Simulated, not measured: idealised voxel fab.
process module | voxel transistor to metal
cross-section cut | 165 nm wide | cells 5 nm
A cross-section is a grid of square cells, given in bands from the top down. A band is one or more rows of cells.
Each band's line starts with the height of the band's top and of its bottom, in nm. Then come its materials from left to right, each with its width in nm. One material with "throughout" fills the band from edge to edge. "air" is empty space.
Height 0 is the level under which the wafer as received is all one material. The lowest band goes on downwards, as in "0 down".
A width such as "30 to 40" changes by the same amount from each row of cells to the next, from the band's top row to its bottom row.
"no change" after a step means that no cell of the cross-section changed.
closed voids: empty space of 8 cells or more with no open way to the top, each as width x height at its distance from the left edge, in nm
after a step's settings: what the simulator itself notes on the step
overlay nm, on a step with a mask: how far to the right of its planned place the mask lay; to the left if negative
Each pair below shows a cross-section before one step and the cross-section after it, down to the lowest band that changed. The line under each pair gives the step between them, with its settings. The pairs can come from different runs of this module on the same starting wafer, so a pair continues from the pair above only where its "before" says so.
before
  30 to 15: air 60 | SiN 10 | SiCN 30 | SiN 10 | air 55
  15 to 0: air 60 | SiN 10 | polySi 30 | SiN 10 | air 55
  0 to -5: SiO2 20 | SiN 10 | air 30 | SiN 10 | polySi 30 | SiN 10 | air 25 | SiN 10 | SiO2 20
  -5 to -10: SiO2 throughout
  -10 to -40: SiO2 30 | Si 105 | SiO2 30
  -40 down: Si throughout
  closed voids: none
after
  30 to 15: air 60 | SiN 10 | SiCN 30 | SiN 10 | air 55
  15 to 0: air 60 | SiN 10 | polySi 30 | SiN 10 | air 55
  0 to -5: air 20 | SiN 10 | air 30 | SiN 10 | polySi 30 | SiN 10 | air 25 | SiN 10 | air 20
  -5 to -10: SiO2 30 | air 30 | SiO2 50 | air 25 | SiO2 30
  below -10: unchanged
  closed voids: none
the step between: op DIRECTIONAL_ETCH | etch materials SiO2 | depth nm 5
before: the cross-section after the pair above
after
  30 to 15: air 60 | SiN 10 | SiCN 30 | SiN 10 | air 55
  15 to 0: air 60 | SiN 10 | polySi 30 | SiN 10 | air 55
  0 to -5: air 20 | SiN 10 | air 30 | SiN 10 | polySi 30 | SiN 10 | air 25 | SiN 10 | air 20
  -5 to -10: SiO2 30 | pSi 30 | SiO2 50 | pSi 25 | SiO2 30
  below -10: unchanged
  closed voids: none
the step between: op EPI | material pSi | thk nm 5
before: the cross-section after the pair above
after
  35 to 30: SiO2 throughout
  30 to 15: SiO2 60 | SiN 10 | SiCN 30 | SiN 10 | SiO2 55
  15 to 0: SiO2 60 | SiN 10 | polySi 30 | SiN 10 | SiO2 55
  0 to -5: SiO2 20 | SiN 10 | SiO2 30 | SiN 10 | polySi 30 | SiN 10 | SiO2 25 | SiN 10 | SiO2 20
  below -5: unchanged
  closed voids: none
the step between: op FILL_DEP | material SiO2 | thk nm 5
before: the cross-section after the pair above
after
  15 to 0: SiO2 60 | SiN 10 | polySi 30 | SiN 10 | SiO2 55
  below 0: unchanged
  closed voids: none
the step between: op CMP | height nm 15
before: the cross-section after the pair above
after
  15 to 0: SiO2 60 | SiN 10 | air 30 | SiN 10 | SiO2 55
  0 to -5: SiO2 20 | SiN 10 | SiO2 30 | SiN 10 | air 30 | SiN 10 | SiO2 25 | SiN 10 | SiO2 20
  below -5: unchanged
  closed voids: none
the step between: op STRIP | etch materials polySi
before: the cross-section after the pair above
after
  15 to 10: air 60 | SiN 10 | air 30 | SiN 10 | air 55
  10 to 0: SiO2 60 | SiN 10 | air 30 | SiN 10 | SiO2 55
  0 to -5: SiO2 20 | SiN 10 | SiO2 30 | SiN 10 | air 30 | SiN 10 | SiO2 25 | SiN 10 | SiO2 20
  -5 to -10: SiO2 30 | pSi 30 | SiO2 5 | air 40 | SiO2 5 | pSi 25 | SiO2 30
  below -10: unchanged
  closed voids: none
the step between: op SELECTIVE_ETCH | etch materials SiO2 | depth nm 5
before: the cross-section after the pair above
after
  20 to 15: air 55 | HfO2 20 | air 20 | HfO2 20 | air 50
  15 to 10: HfO2 60 | SiN 10 | HfO2 5 | air 20 | HfO2 5 | SiN 10 | HfO2 55
  10 to 0: SiO2 60 | SiN 10 | HfO2 5 | air 20 | HfO2 5 | SiN 10 | SiO2 55
  0 to -5: SiO2 20 | SiN 10 | SiO2 30 | SiN 10 | HfO2 5 | air 20 | HfO2 5 | SiN 10 | SiO2 25 | SiN 10 | SiO2 20
  -5 to -10: SiO2 30 | pSi 30 | SiO2 5 | HfO2 40 | SiO2 5 | pSi 25 | SiO2 30
  below -10: unchanged
  closed voids: none
the step between: op CONFORMAL_DEP | material HfO2 | thk nm 5
before: the cross-section after the pair above
after
  25 to 20: air 50 | TiN 30 | air 10 | TiN 30 | air 45
  20 to 15: TiN 55 | HfO2 20 | TiN 5 | air 10 | TiN 5 | HfO2 20 | TiN 50
  15 to 10: HfO2 60 | SiN 10 | HfO2 5 | TiN 5 | air 10 | TiN 5 | HfO2 5 | SiN 10 | HfO2 55
  10 to 0: SiO2 60 | SiN 10 | HfO2 5 | TiN 5 | air 10 | TiN 5 | HfO2 5 | SiN 10 | SiO2 55
  0 to -5: SiO2 20 | SiN 10 | SiO2 30 | SiN 10 | HfO2 5 | TiN 20 | HfO2 5 | SiN 10 | SiO2 25 | SiN 10 | SiO2 20
  below -5: unchanged
  closed voids: none
the step between: op CONFORMAL_DEP | material TiN | thk nm 5
before: the cross-section after the pair above
after
  35 to 25: W throughout
  25 to 20: W 50 | TiN 30 | W 10 | TiN 30 | W 45
  20 to 15: TiN 55 | HfO2 20 | TiN 5 | W 10 | TiN 5 | HfO2 20 | TiN 50
  15 to 10: HfO2 60 | SiN 10 | HfO2 5 | TiN 5 | W 10 | TiN 5 | HfO2 5 | SiN 10 | HfO2 55
  10 to 0: SiO2 60 | SiN 10 | HfO2 5 | TiN 5 | W 10 | TiN 5 | HfO2 5 | SiN 10 | SiO2 55
  below 0: unchanged
  closed voids: none
the step between: op FILL_DEP | material W | thk nm 10
before: the cross-section after the pair above
after
  10 to 0: SiO2 60 | SiN 10 | HfO2 5 | TiN 5 | W 10 | TiN 5 | HfO2 5 | SiN 10 | SiO2 55
  below 0: unchanged
  closed voids: none
the step between: op CMP | height nm 10
before: the cross-section after the pair above
after
  25 to 10: SiO2 throughout
  below 10: unchanged
  closed voids: none
the step between: op DIRECTIONAL_DEP | material SiO2 | thk nm 15
before: the cross-section after the pair above
after
  35 to 25: aC throughout
  below 25: unchanged
  closed voids: none
the step between: op DIRECTIONAL_DEP | material aC | thk nm 10
before: the cross-section after the pair above
after
  60 to 35: resist 30 | air 20 | resist 65 | air 20 | resist 30
  below 35: unchanged
  closed voids: none
the step between: op PATTERN | tone open | mask id CONTACT | material resist | width nm 20 | pitch nm 85 | thk nm 25 | overlay nm 0
before: the cross-section after the pair above
after
  50 to 35: resist 30 | air 20 | resist 65 | air 20 | resist 30
  35 to 25: aC 30 | air 20 | aC 65 | air 20 | aC 30
  below 25: unchanged
  closed voids: none
the step between: op DIRECTIONAL_ETCH | etch materials aC | depth nm 10
before: the cross-section after the pair above
after
  35 to 25: aC 30 | air 20 | aC 65 | air 20 | aC 30
  below 25: unchanged
  closed voids: none
the step between: op STRIP | etch materials resist
before: the cross-section after the pair above
after
  35 to 25: aC 30 | air 20 | aC 65 | air 20 | aC 30
  25 to 10: SiO2 30 | air 20 | SiO2 65 | air 20 | SiO2 30
  10 to 0: SiO2 30 | air 20 | SiO2 10 | SiN 10 | HfO2 5 | TiN 5 | W 10 | TiN 5 | HfO2 5 | SiN 10 | SiO2 5 | air 20 | SiO2 30
  0 to -5: SiO2 20 | SiN 10 | air 20 | SiO2 10 | SiN 10 | HfO2 5 | TiN 20 | HfO2 5 | SiN 10 | SiO2 5 | air 20 | SiN 10 | SiO2 20
  below -5: unchanged
  closed voids: none
the step between: op DIRECTIONAL_ETCH | etch materials SiO2 | depth nm 30
before: the cross-section after the pair above
after
  25 to 10: SiO2 30 | air 20 | SiO2 65 | air 20 | SiO2 30
  below 10: unchanged
  closed voids: none
the step between: op STRIP | etch materials aC
before: the cross-section after the pair above
after
  30 to 25: TiN 35 | air 10 | TiN 75 | air 10 | TiN 35
  25 to 10: SiO2 30 | TiN 5 | air 10 | TiN 5 | SiO2 65 | TiN 5 | air 10 | TiN 5 | SiO2 30
  10 to 0: SiO2 30 | TiN 5 | air 10 | TiN 5 | SiO2 10 | SiN 10 | HfO2 5 | TiN 5 | W 10 | TiN 5 | HfO2 5 | SiN 10 | SiO2 5 | TiN 5 | air 10 | TiN 5 | SiO2 30
  0 to -5: SiO2 20 | SiN 10 | TiN 20 | SiO2 10 | SiN 10 | HfO2 5 | TiN 20 | HfO2 5 | SiN 10 | SiO2 5 | TiN 20 | SiN 10 | SiO2 20
  below -5: unchanged
  closed voids: none
the step between: op CONFORMAL_DEP | material TiN | thk nm 5
before: the cross-section after the pair above
after
  35 to 30: W throughout
  30 to 25: TiN 35 | W 10 | TiN 75 | W 10 | TiN 35
  25 to 10: SiO2 30 | TiN 5 | W 10 | TiN 5 | SiO2 65 | TiN 5 | W 10 | TiN 5 | SiO2 30
  10 to 0: SiO2 30 | TiN 5 | W 10 | TiN 5 | SiO2 10 | SiN 10 | HfO2 5 | TiN 5 | W 10 | TiN 5 | HfO2 5 | SiN 10 | SiO2 5 | TiN 5 | W 10 | TiN 5 | SiO2 30
  below 0: unchanged
  closed voids: none
the step between: op FILL_DEP | material W | thk nm 5
before: the cross-section after the pair above
after
  25 to 10: SiO2 30 | TiN 5 | W 10 | TiN 5 | SiO2 65 | TiN 5 | W 10 | TiN 5 | SiO2 30
  below 10: unchanged
  closed voids: none
the step between: op CMP | height nm 25
before: the cross-section after the pair above
after
  30 to 25: SiCN throughout
  below 25: unchanged
  closed voids: none
the step between: op CONFORMAL_DEP | material SiCN | thk nm 5
before: the cross-section after the pair above
after
  50 to 30: SiO2 throughout
  below 30: unchanged
  closed voids: none
the step between: op DIRECTIONAL_DEP | material SiO2 | thk nm 20
before: the cross-section after the pair above
after
  50 to 30: SiO2 30 | air 20 | SiO2 65 | air 20 | SiO2 30
  below 30: unchanged
  closed voids: none
the step between: op MASKED_ETCH | tone open | mask id METAL_1 | width nm 20 | pitch nm 85 | etch materials SiO2 | depth nm 20 | overlay nm 0
before: the cross-section after the pair above
after
  50 to 30: SiO2 30 | air 20 | SiO2 65 | air 20 | SiO2 30
  30 to 25: SiCN 30 | air 20 | SiCN 65 | air 20 | SiCN 30
  below 25: unchanged
  closed voids: none
the step between: op MASKED_ETCH | tone open | mask id METAL_1 | width nm 20 | pitch nm 85 | etch materials SiCN | depth nm 5 | overlay nm 0
before: the cross-section after the pair above
after
  55 to 50: TiN 35 | air 10 | TiN 75 | air 10 | TiN 35
  50 to 30: SiO2 30 | TiN 5 | air 10 | TiN 5 | SiO2 65 | TiN 5 | air 10 | TiN 5 | SiO2 30
  30 to 25: SiCN 30 | TiN 20 | SiCN 65 | TiN 20 | SiCN 30
  below 25: unchanged
  closed voids: none
the step between: op CONFORMAL_DEP | material TiN | thk nm 5
before: the cross-section after the pair above
after
  60 to 55: Cu throughout
  55 to 50: TiN 35 | Cu 10 | TiN 75 | Cu 10 | TiN 35
  50 to 30: SiO2 30 | TiN 5 | Cu 10 | TiN 5 | SiO2 65 | TiN 5 | Cu 10 | TiN 5 | SiO2 30
  below 30: unchanged
  closed voids: none
the step between: op FILL_DEP | material Cu | thk nm 5
before: the cross-section after the pair above
after
  50 to 30: SiO2 30 | TiN 5 | Cu 10 | TiN 5 | SiO2 65 | TiN 5 | Cu 10 | TiN 5 | SiO2 30
  below 30: unchanged
  closed voids: none
the step between: op CMP | height nm 50
before: the cross-section after the pair above
after
  55 to 50: SiCN throughout
  below 50: unchanged
  closed voids: none
the step between: op CONFORMAL_DEP | material SiCN | thk nm 5
before
  10 to 0: SiN throughout
  0 to -5: SiO2 throughout
  -5 down: Si throughout
  closed voids: none
after
  10 to 0: air 15 | SiN 115 | air 35
  below 0: unchanged
  closed voids: none
the step between: op MASKED_ETCH | tone cover | mask id ACTIVE | width nm 115 | etch materials SiN | depth nm 10 | overlay nm -10
before: the cross-section after the pair above
after
  10 to 0: air 15 | SiN 115 | air 35
  0 to -5: air 15 | SiO2 125 | air 25
  below -5: unchanged
  closed voids: none
the step between: op MASKED_ETCH | tone cover | mask id ACTIVE | width nm 115 | etch materials SiO2 | depth nm 5 | overlay nm 0
before: the cross-section after the pair above
after
  10 to 0: air 15 | SiN 115 | air 35
  0 to -5: air 15 | SiO2 125 | air 25
  -5 to -35: air 15 | Si 125 | air 25
  below -35: unchanged
  closed voids: none
the step between: op MASKED_ETCH | tone cover | mask id ACTIVE | width nm 115 | etch materials Si | depth nm 30 | overlay nm 0
before: the cross-section after the pair above
after
  10 to 0: air 15 | SiN 115 | air 35
  0 to -5: air 15 | SiO2 125 | air 25
  -5 to -35: air 15 | SiO2 5 | Si 115 | SiO2 5 | air 25
  -35 to -40: SiO2 20 | Si 115 | SiO2 30
  below -40: unchanged
  closed voids: none
the step between: op OXIDIZE | depth nm 5
before: the cross-section after the pair above
after
  20 to 10: SiO2 throughout
  10 to 0: SiO2 15 | SiN 115 | SiO2 35
  0 to -5: SiO2 throughout
  -5 to -40: SiO2 20 | Si 115 | SiO2 30
  below -40: unchanged
  closed voids: none
the step between: op FILL_DEP | material SiO2 | thk nm 10
before: the cross-section after the pair above
after
  10 to 0: SiO2 15 | SiN 115 | SiO2 35
  below 0: unchanged
  closed voids: none
the step between: op CMP | height nm 10
before: the cross-section after the pair above
after
  10 to 5: air 15 | SiN 115 | air 35
  below 5: unchanged
  closed voids: none
the step between: op SELECTIVE_ETCH | etch materials SiO2 | depth nm 5
before: the cross-section after the pair above
after
  5 to 0: SiO2 15 | air 115 | SiO2 35
  below 0: unchanged
  closed voids: none
the step between: op STRIP | etch materials SiN
before: the cross-section after the pair above
after
  0 to -5: SiO2 10 | air 125 | SiO2 30
  below -5: unchanged
  closed voids: none
the step between: op SELECTIVE_ETCH | etch materials SiO2 | depth nm 5
before: the cross-section after the pair above
after
  0 to -5: SiO2 10 | air 125 | SiO2 30
  -5 to -10: SiO2 throughout
  below -10: unchanged
  closed voids: none
the step between: op OXIDIZE | depth nm 5
before: the cross-section after the pair above
after
  20 to 15: polySi 10 | air 125 | polySi 30
  15 to 0: polySi throughout
  0 to -5: SiO2 10 | polySi 125 | SiO2 30
  below -5: unchanged
  closed voids: none
the step between: op DIRECTIONAL_DEP | material polySi | thk nm 20
before: the cross-section after the pair above
after
  35 to 30: SiCN 10 | air 125 | SiCN 30
  30 to 20: SiCN throughout
  20 to 15: polySi 10 | SiCN 125 | polySi 30
  below 15: unchanged
  closed voids: none
the step between: op DIRECTIONAL_DEP | material SiCN | thk nm 15
before: the cross-section after the pair above
after
  50 to 45: aC 10 | air 125 | aC 30
  45 to 35: aC throughout
  35 to 30: SiCN 10 | aC 125 | SiCN 30
  below 30: unchanged
  closed voids: none
the step between: op DIRECTIONAL_DEP | material aC | thk nm 15
before: the cross-section after the pair above
after
  85 to 50: air 70 | resist 25 | air 70
  50 to 45: aC 10 | air 60 | resist 25 | air 40 | aC 30
  below 45: unchanged
  closed voids: none
the step between: op PATTERN | tone cover | mask id GATE | material resist | width nm 25 | thk nm 35 | overlay nm 0
before: the cross-section after the pair above
after
  70 to 45: air 70 | resist 25 | air 70
  45 to 35: air 70 | aC 25 | air 70
  35 to 30: SiCN 10 | air 60 | aC 25 | air 40 | SiCN 30
  below 30: unchanged
  closed voids: none
the step between: op DIRECTIONAL_ETCH | etch materials aC | depth nm 15
before: the cross-section after the pair above
after
  45 to 35: air 70 | aC 25 | air 70
  below 35: unchanged
  closed voids: none
the step between: op STRIP | etch materials resist
before: the cross-section after the pair above
after
  45 to 30: air 70 | aC 25 | air 70
  30 to 20: air 70 | SiCN 25 | air 70
  20 to 15: polySi 10 | air 60 | SiCN 25 | air 40 | polySi 30
  below 15: unchanged
  closed voids: none
the step between: op DIRECTIONAL_ETCH | etch materials SiCN | depth nm 25
before: the cross-section after the pair above
after
  45 to 30: air 70 | aC 25 | air 70
  30 to 15: air 70 | SiCN 25 | air 70
  15 to 0: air 70 | polySi 25 | air 70
  0 to -5: SiO2 10 | air 60 | polySi 25 | air 40 | SiO2 30
  below -5: unchanged
  closed voids: none
the step between: op DIRECTIONAL_ETCH | etch materials polySi | depth nm 30
before: the cross-section after the pair above
after
  30 to 15: air 70 | SiCN 25 | air 70
  below 15: unchanged
  closed voids: none
the step between: op STRIP | etch materials aC
before: the cross-section after the pair above
after
  40 to 30: air 60 | SiN 45 | air 60
  30 to 15: air 60 | SiN 10 | SiCN 25 | SiN 10 | air 60
  15 to 10: air 60 | SiN 10 | polySi 25 | SiN 10 | air 60
  10 to 5: SiN 20 | air 40 | SiN 10 | polySi 25 | SiN 10 | air 20 | SiN 40
  5 to 0: SiN 70 | polySi 25 | SiN 70
  0 to -5: SiO2 10 | SiN 60 | polySi 25 | SiN 40 | SiO2 30
  below -5: unchanged
  closed voids: none
the step between: op CONFORMAL_DEP | material SiN | thk nm 10
before: the cross-section after the pair above
after
  30 to 15: air 60 | SiN 10 | SiCN 25 | SiN 10 | air 60
  15 to 0: air 60 | SiN 10 | polySi 25 | SiN 10 | air 60
  0 to -5: SiO2 10 | SiN 10 | air 40 | SiN 10 | polySi 25 | SiN 10 | air 20 | SiN 10 | SiO2 30
  below -5: unchanged
  closed voids: none
the step between: op DIRECTIONAL_ETCH | etch materials SiN | depth nm 10
before: the cross-section after the pair above
after
  30 to 15: air 60 | SiN 10 | SiCN 25 | SiN 10 | air 60
  15 to 0: air 60 | SiN 10 | polySi 25 | SiN 10 | air 60
  0 to -5: air 10 | SiN 10 | air 40 | SiN 10 | polySi 25 | SiN 10 | air 20 | SiN 10 | air 30
  -5 to -10: SiO2 20 | air 40 | SiO2 45 | air 20 | SiO2 40
  below -10: unchanged
  closed voids: none
the step between: op DIRECTIONAL_ETCH | etch materials SiO2 | depth nm 5
before: the cross-section after the pair above
after
  30 to 15: air 60 | SiN 10 | SiCN 25 | SiN 10 | air 60
  15 to 0: air 60 | SiN 10 | polySi 25 | SiN 10 | air 60
  0 to -5: air 10 | SiN 10 | air 40 | SiN 10 | polySi 25 | SiN 10 | air 20 | SiN 10 | air 30
  -5 to -10: SiO2 20 | pSi 40 | SiO2 45 | pSi 20 | SiO2 40
  below -10: unchanged
  closed voids: none
the step between: op EPI | material pSi | thk nm 5
before: the cross-section after the pair above
after
  35 to 30: SiO2 throughout
  30 to 15: SiO2 60 | SiN 10 | SiCN 25 | SiN 10 | SiO2 60
  15 to 0: SiO2 60 | SiN 10 | polySi 25 | SiN 10 | SiO2 60
  0 to -5: SiO2 10 | SiN 10 | SiO2 40 | SiN 10 | polySi 25 | SiN 10 | SiO2 20 | SiN 10 | SiO2 30
  below -5: unchanged
  closed voids: none
the step between: op FILL_DEP | material SiO2 | thk nm 5
before: the cross-section after the pair above
after
  15 to 0: SiO2 60 | SiN 10 | polySi 25 | SiN 10 | SiO2 60
  below 0: unchanged
  closed voids: none
the step between: op CMP | height nm 15
before: the cross-section after the pair above
after
  15 to 0: SiO2 60 | SiN 10 | air 25 | SiN 10 | SiO2 60
  0 to -5: SiO2 10 | SiN 10 | SiO2 40 | SiN 10 | air 25 | SiN 10 | SiO2 20 | SiN 10 | SiO2 30
  below -5: unchanged
  closed voids: none
the step between: op STRIP | etch materials polySi
before: the cross-section after the pair above
after
  15 to 10: air 60 | SiN 10 | air 25 | SiN 10 | air 60
  10 to 0: SiO2 60 | SiN 10 | air 25 | SiN 10 | SiO2 60
  0 to -5: SiO2 10 | SiN 10 | SiO2 40 | SiN 10 | air 25 | SiN 10 | SiO2 20 | SiN 10 | SiO2 30
  -5 to -10: SiO2 20 | pSi 40 | SiO2 5 | air 35 | SiO2 5 | pSi 20 | SiO2 40
  below -10: unchanged
  closed voids: none
the step between: op SELECTIVE_ETCH | etch materials SiO2 | depth nm 5
before: the cross-section after the pair above
after
  20 to 15: air 55 | HfO2 20 | air 15 | HfO2 20 | air 55
  15 to 10: HfO2 60 | SiN 10 | HfO2 5 | air 15 | HfO2 5 | SiN 10 | HfO2 60
  10 to 0: SiO2 60 | SiN 10 | HfO2 5 | air 15 | HfO2 5 | SiN 10 | SiO2 60
  0 to -5: SiO2 10 | SiN 10 | SiO2 40 | SiN 10 | HfO2 5 | air 15 | HfO2 5 | SiN 10 | SiO2 20 | SiN 10 | SiO2 30
  -5 to -10: SiO2 20 | pSi 40 | SiO2 5 | HfO2 35 | SiO2 5 | pSi 20 | SiO2 40
  below -10: unchanged
  closed voids: none
the step between: op CONFORMAL_DEP | material HfO2 | thk nm 5
before: the cross-section after the pair above
after
  25 to 20: air 50 | TiN 30 | air 5 | TiN 30 | air 50
  20 to 15: TiN 55 | HfO2 20 | TiN 5 | air 5 | TiN 5 | HfO2 20 | TiN 55
  15 to 10: HfO2 60 | SiN 10 | HfO2 5 | TiN 5 | air 5 | TiN 5 | HfO2 5 | SiN 10 | HfO2 60
  10 to 0: SiO2 60 | SiN 10 | HfO2 5 | TiN 5 | air 5 | TiN 5 | HfO2 5 | SiN 10 | SiO2 60
  0 to -5: SiO2 10 | SiN 10 | SiO2 40 | SiN 10 | HfO2 5 | TiN 15 | HfO2 5 | SiN 10 | SiO2 20 | SiN 10 | SiO2 30
  below -5: unchanged
  closed voids: none
the step between: op CONFORMAL_DEP | material TiN | thk nm 5
before: the cross-section after the pair above
after
  35 to 25: W throughout
  25 to 20: W 50 | TiN 30 | W 5 | TiN 30 | W 50
  20 to 15: TiN 55 | HfO2 20 | TiN 5 | W 5 | TiN 5 | HfO2 20 | TiN 55
  15 to 10: HfO2 60 | SiN 10 | HfO2 5 | TiN 5 | W 5 | TiN 5 | HfO2 5 | SiN 10 | HfO2 60
  10 to 0: SiO2 60 | SiN 10 | HfO2 5 | TiN 5 | W 5 | TiN 5 | HfO2 5 | SiN 10 | SiO2 60
  below 0: unchanged
  closed voids: none
the step between: op FILL_DEP | material W | thk nm 10
before: the cross-section after the pair above
after
  10 to 0: SiO2 60 | SiN 10 | HfO2 5 | TiN 5 | W 5 | TiN 5 | HfO2 5 | SiN 10 | SiO2 60
  below 0: unchanged
  closed voids: none
the step between: op CMP | height nm 10
before: the cross-section after the pair above
after
  25 to 10: SiO2 throughout
  below 10: unchanged
  closed voids: none
the step between: op DIRECTIONAL_DEP | material SiO2 | thk nm 15
before: the cross-section after the pair above
after
  35 to 25: aC throughout
  below 25: unchanged
  closed voids: none
the step between: op DIRECTIONAL_DEP | material aC | thk nm 10
before: the cross-section after the pair above
after
  60 to 35: resist 30 | air 20 | resist 65 | air 20 | resist 30
  below 35: unchanged
  closed voids: none
the step between: op PATTERN | tone open | mask id CONTACT | material resist | width nm 20 | pitch nm 85 | thk nm 25 | overlay nm 0
before: the cross-section after the pair above
after
  50 to 35: resist 30 | air 20 | resist 65 | air 20 | resist 30
  35 to 25: aC 30 | air 20 | aC 65 | air 20 | aC 30
  below 25: unchanged
  closed voids: none
the step between: op DIRECTIONAL_ETCH | etch materials aC | depth nm 10
before: the cross-section after the pair above
after
  35 to 25: aC 30 | air 20 | aC 65 | air 20 | aC 30
  below 25: unchanged
  closed voids: none
the step between: op STRIP | etch materials resist
before: the cross-section after the pair above
after
  35 to 25: aC 30 | air 20 | aC 65 | air 20 | aC 30
  25 to 10: SiO2 30 | air 20 | SiO2 65 | air 20 | SiO2 30
  10 to 0: SiO2 30 | air 20 | SiO2 10 | SiN 10 | HfO2 5 | TiN 5 | W 5 | TiN 5 | HfO2 5 | SiN 10 | SiO2 10 | air 20 | SiO2 30
  0 to -5: SiO2 10 | SiN 10 | SiO2 10 | air 20 | SiO2 10 | SiN 10 | HfO2 5 | TiN 15 | HfO2 5 | SiN 10 | SiO2 10 | air 10 | SiN 10 | SiO2 30
  below -5: unchanged
  closed voids: none
the step between: op DIRECTIONAL_ETCH | etch materials SiO2 | depth nm 30
before: the cross-section after the pair above
after
  25 to 10: SiO2 30 | air 20 | SiO2 65 | air 20 | SiO2 30
  below 10: unchanged
  closed voids: none
the step between: op STRIP | etch materials aC
before: the cross-section after the pair above
after
  30 to 25: TiN 35 | air 10 | TiN 75 | air 10 | TiN 35
  25 to 10: SiO2 30 | TiN 5 | air 10 | TiN 5 | SiO2 65 | TiN 5 | air 10 | TiN 5 | SiO2 30
  10 to 5: SiO2 30 | TiN 5 | air 10 | TiN 5 | SiO2 10 | SiN 10 | HfO2 5 | TiN 5 | W 5 | TiN 5 | HfO2 5 | SiN 10 | SiO2 10 | TiN 5 | air 10 | TiN 5 | SiO2 30
  5 to 0: SiO2 30 | TiN 5 | air 10 | TiN 5 | SiO2 10 | SiN 10 | HfO2 5 | TiN 5 | W 5 | TiN 5 | HfO2 5 | SiN 10 | SiO2 10 | TiN 20 | SiO2 30
  0 to -5: SiO2 10 | SiN 10 | SiO2 10 | TiN 20 | SiO2 10 | SiN 10 | HfO2 5 | TiN 15 | HfO2 5 | SiN 10 | SiO2 10 | TiN 10 | SiN 10 | SiO2 30
  below -5: unchanged
  closed voids: none
the step between: op CONFORMAL_DEP | material TiN | thk nm 5
before: the cross-section after the pair above
after
  35 to 30: W throughout
  30 to 25: TiN 35 | W 10 | TiN 75 | W 10 | TiN 35
  25 to 10: SiO2 30 | TiN 5 | W 10 | TiN 5 | SiO2 65 | TiN 5 | W 10 | TiN 5 | SiO2 30
  10 to 5: SiO2 30 | TiN 5 | W 10 | TiN 5 | SiO2 10 | SiN 10 | HfO2 5 | TiN 5 | W 5 | TiN 5 | HfO2 5 | SiN 10 | SiO2 10 | TiN 5 | W 10 | TiN 5 | SiO2 30
  5 to 0: SiO2 30 | TiN 5 | W 10 | TiN 5 | SiO2 10 | SiN 10 | HfO2 5 | TiN 5 | W 5 | TiN 5 | HfO2 5 | SiN 10 | SiO2 10 | TiN 20 | SiO2 30
  below 0: unchanged
  closed voids: none
the step between: op FILL_DEP | material W | thk nm 5
before: the cross-section after the pair above
after
  25 to 10: SiO2 30 | TiN 5 | W 10 | TiN 5 | SiO2 65 | TiN 5 | W 10 | TiN 5 | SiO2 30
  below 10: unchanged
  closed voids: none
the step between: op CMP | height nm 25
before: the cross-section after the pair above
after
  30 to 25: SiCN throughout
  below 25: unchanged
  closed voids: none
the step between: op CONFORMAL_DEP | material SiCN | thk nm 5
before: the cross-section after the pair above
after
  50 to 30: SiO2 throughout
  below 30: unchanged
  closed voids: none
the step between: op DIRECTIONAL_DEP | material SiO2 | thk nm 20
before: the cross-section after the pair above
after
  50 to 30: SiO2 30 | air 20 | SiO2 65 | air 20 | SiO2 30
  below 30: unchanged
  closed voids: none
the step between: op MASKED_ETCH | tone open | mask id METAL_1 | width nm 20 | pitch nm 85 | etch materials SiO2 | depth nm 20 | overlay nm 0
before: the cross-section after the pair above
after
  50 to 30: SiO2 30 | air 20 | SiO2 65 | air 20 | SiO2 30
  30 to 25: SiCN 30 | air 20 | SiCN 65 | air 20 | SiCN 30
  below 25: unchanged
  closed voids: none
the step between: op MASKED_ETCH | tone open | mask id METAL_1 | width nm 20 | pitch nm 85 | etch materials SiCN | depth nm 5 | overlay nm 0
before: the cross-section after the pair above
after
  55 to 50: TiN 35 | air 10 | TiN 75 | air 10 | TiN 35
  50 to 30: SiO2 30 | TiN 5 | air 10 | TiN 5 | SiO2 65 | TiN 5 | air 10 | TiN 5 | SiO2 30
  30 to 25: SiCN 30 | TiN 20 | SiCN 65 | TiN 20 | SiCN 30
  below 25: unchanged
  closed voids: none
the step between: op CONFORMAL_DEP | material TiN | thk nm 5
before: the cross-section after the pair above
after
  60 to 55: Cu throughout
  55 to 50: TiN 35 | Cu 10 | TiN 75 | Cu 10 | TiN 35
  50 to 30: SiO2 30 | TiN 5 | Cu 10 | TiN 5 | SiO2 65 | TiN 5 | Cu 10 | TiN 5 | SiO2 30
  below 30: unchanged
  closed voids: none
the step between: op FILL_DEP | material Cu | thk nm 5
before: the cross-section after the pair above
after
  50 to 30: SiO2 30 | TiN 5 | Cu 10 | TiN 5 | SiO2 65 | TiN 5 | Cu 10 | TiN 5 | SiO2 30
  below 30: unchanged
  closed voids: none
the step between: op CMP | height nm 50
before: the cross-section after the pair above
after
  55 to 50: SiCN throughout
  below 50: unchanged
  closed voids: none
the step between: op CONFORMAL_DEP | material SiCN | thk nm 5
before
  20 to 15: air 55 | HfO2 20 | air 15 | HfO2 20 | air 55
  15 to 10: HfO2 60 | SiN 10 | HfO2 5 | air 15 | HfO2 5 | SiN 10 | HfO2 60
  10 to 0: SiO2 60 | SiN 10 | HfO2 5 | air 15 | HfO2 5 | SiN 10 | SiO2 60
  0 to -5: SiO2 20 | SiN 10 | SiO2 30 | SiN 10 | HfO2 5 | air 15 | HfO2 5 | SiN 10 | SiO2 30 | SiN 10 | SiO2 20
  -5 to -10: SiO2 30 | pSi 30 | SiO2 5 | HfO2 35 | SiO2 5 | pSi 30 | SiO2 30
  -10 to -40: SiO2 30 | Si 105 | SiO2 30
  -40 down: Si throughout
  closed voids: none
after
  25 to 20: air 50 | Cu 30 | air 5 | Cu 30 | air 50
  20 to 15: Cu 55 | HfO2 20 | Cu 5 | air 5 | Cu 5 | HfO2 20 | Cu 55
  15 to 10: HfO2 60 | SiN 10 | HfO2 5 | Cu 5 | air 5 | Cu 5 | HfO2 5 | SiN 10 | HfO2 60
  10 to 0: SiO2 60 | SiN 10 | HfO2 5 | Cu 5 | air 5 | Cu 5 | HfO2 5 | SiN 10 | SiO2 60
  0 to -5: SiO2 20 | SiN 10 | SiO2 30 | SiN 10 | HfO2 5 | Cu 15 | HfO2 5 | SiN 10 | SiO2 30 | SiN 10 | SiO2 20
  below -5: unchanged
  closed voids: none
the step between: op CONFORMAL_DEP | material Cu | thk nm 5
before: the cross-section after the pair above
after
  35 to 25: W throughout
  25 to 20: W 50 | Cu 30 | W 5 | Cu 30 | W 50
  20 to 15: Cu 55 | HfO2 20 | Cu 5 | W 5 | Cu 5 | HfO2 20 | Cu 55
  15 to 10: HfO2 60 | SiN 10 | HfO2 5 | Cu 5 | W 5 | Cu 5 | HfO2 5 | SiN 10 | HfO2 60
  10 to 0: SiO2 60 | SiN 10 | HfO2 5 | Cu 5 | W 5 | Cu 5 | HfO2 5 | SiN 10 | SiO2 60
  below 0: unchanged
  closed voids: none
the step between: op FILL_DEP | material W | thk nm 10
